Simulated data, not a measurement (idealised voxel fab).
Title: Process Module voxel fin reveal
Square cells of 5 nm make up the cross-section cut, whose width is 255 nm.
Cross-section = grid of square cells, listed top down in bands; band = one or more rows.
Each band's line starts with the height of the band's top and of its bottom, in nm. Then come its materials from left to right, each with its width in nm. One material with "all across" fills the band from edge to edge. "air" is empty space.
Below 0: as-received wafer, all one material; heights counted from there. Lowest band: no bottom, goes on down, written "0 -> down".
You'd read "30..40" like this: the band's top row of cells is as wide as the first number, its bottom row is as wide as the second, and going down, every row changes width by the same amount as the row before did.
For the purposes of this document, the phrase "nothing was modified" attached to a step denotes that no cell within the cross-section was modified by that step.
You'll see "Internal closed voids" listing empty spaces that have no way open to the top, as long as they're 8 cells or more; the notation is width x height at distance, where the distance is from the left edge, and all of it is in nm.
Where a step's line continues beyond its settings, the continuation is a remark by the simulator itself on that step.
"overlay nm", when on a step's line for a step with a mask, measures how far to the right of its planned place the mask lay; a negative measure means to the left.

# Listed below are the process steps as planned
| 1 | RECEIVE, material Si |
| 2 | CONFORMAL_DEP, material SiN, thk nm 10 |
| 3 | DIRECTIONAL_DEP, material aC, thk nm 15 |
| 4 | PATTERN, tone cover, mask id FINS, material resist, width nm 15, pitch nm 35, thk nm 30, overlay nm 0 |
| 5 | DIRECTIONAL_ETCH, etch materials aC, depth nm 15 |
| 6 | STRIP, etch materials resist |
| 7 | DIRECTIONAL_ETCH, etch materials SiN, depth nm 10 |
| 8 | DIRECTIONAL_ETCH, etch materials Si, depth nm 30 |
| 9 | STRIP, etch materials aC |
| 10 | OXIDIZE, depth nm 5 |
| 11 | FILL_DEP, material SiO2, thk nm 5 |
| 12 | CMP, height nm 10 |
| 13 | SELECTIVE_ETCH, etch materials SiO2, depth nm 30 |
| 14 | STRIP, etch materials SiN |

# Here's what the wafer looked like in cross-section when it arrived - that's after step 1
0 -> down: Si all across
Internal closed voids: none

# first wafer at the end, as planned
0 -> -20: 105 of air, then 5 of Si, then 30 of air, then 5 of Si, then 110 of air
-20 -> -35: 105 of SiO2, then 5 of Si, then 30 of SiO2, then 5 of Si, then 110 of SiO2
-35 -> down: Si all across
Internal closed voids: none

# End-of-module cross-section of the second wafer: identical starting point and process plan to the first, with one processing mistake
0 -> -20: 105 of air, then 5 of Si, then 30 of air, then 5 of Si, then 110 of air
-20 -> -30: 70 of SiO2, then 35 of air, then 5 of Si, then 30 of air, then 5 of Si, then 35 of air, then 75 of SiO2
-30 -> -35: 105 of SiO2, then 5 of Si, then 30 of SiO2, then 5 of Si, then 110 of SiO2
-35 -> down: Si all across
Internal closed voids: none
Here's what went sideways: steps 13 and 14 of the plan were run in the wrong order, each in the other's place
FYI, end of process, the second wafer has more or fewer cells of some materials than the first: SiO2: 40 fewer
